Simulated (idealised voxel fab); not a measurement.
This section sets out a process module, namely voxel released beams.
It is cross-section cut that appears here, measuring 160 nm in width, its square cells being 5 nm in size.
Each cross-section below is a grid of square cells, stated as bands in top-down order, with one or more rows of cells making up each band.
The band entry comprises the height of the band's top followed by the height of its bottom, expressed in nm, and subsequently the band's materials from left to right, each stated together with its width in nm. Where a single material is marked with the word "full width", that material fills the band from edge to edge. The word "blank" represents empty space.
The reference from which all heights are counted is 0, the level beneath which the as-received wafer is entirely one material; the lowest band, having no lower bound, proceeds downward and is written after the example "from 0 down".
Per-row width for "30 to 40": begins at first number (top row of band), ends at second number (bottom row), increment between rows held constant.
"left unchanged", as given for a step, is the statement that not any cell of the cross-section underwent a change during that step.
What "Non-vented voids" gives you is every empty space of 8 cells or more that is cut off from the top. Each appears as width x height at distance, with the distance taken from the left edge and width, height and distance all in nm.
On a step's line, text after the settings is the simulator commenting on that step.
Each step line may optionally specify "overlay nm", which for a step with a mask gives the rightward distance between the mask's planned place and where it lay, a negative value indicating the leftward direction.
# The steps planned for the process are as follows
1 RECEIVE (material Si)
2 CONFORMAL_DEP (material SiN; thk nm 5)
3 DIRECTIONAL_DEP (material SiO2; thk nm 10)
4 DIRECTIONAL_DEP (material aC; thk nm 10)
5 PATTERN (tone open; mask id ANCHOR; material resist; width nm 30; thk nm 30; overlay nm 0)
6 DIRECTIONAL_ETCH (etch materials aC; depth nm 10)
7 STRIP (etch materials resist)
8 DIRECTIONAL_ETCH (etch materials SiO2; depth nm 10)
9 STRIP (etch materials aC)
10 CONFORMAL_DEP (material polySi; thk nm 10)
11 PATTERN (tone cover; mask id BEAM; material resist; width nm 105; thk nm 15; overlay nm 0)
12 DIRECTIONAL_ETCH (etch materials polySi; depth nm 10)
13 STRIP (etch materials resist)
14 STRIP (etch materials SiO2)
# Cross-section of the incoming wafer, state after step 1
	from 0 down: Si full width
	Non-vented voids: none
# Below is the wafer in cross-section after the module was completed. It began from the starting point shown above and followed the plan shown above, except that one mistake was made while running it
	from 25 to 15: blank (25), polySi (105), blank (30)
	from 15 to 10: SiN full width
	from 10 to 0: SiO2 full width
	from 0 down: Si full width
	Non-vented voids: none
what went wrong: a sequencing error occurred in which plan steps 2 and 3 were transposed
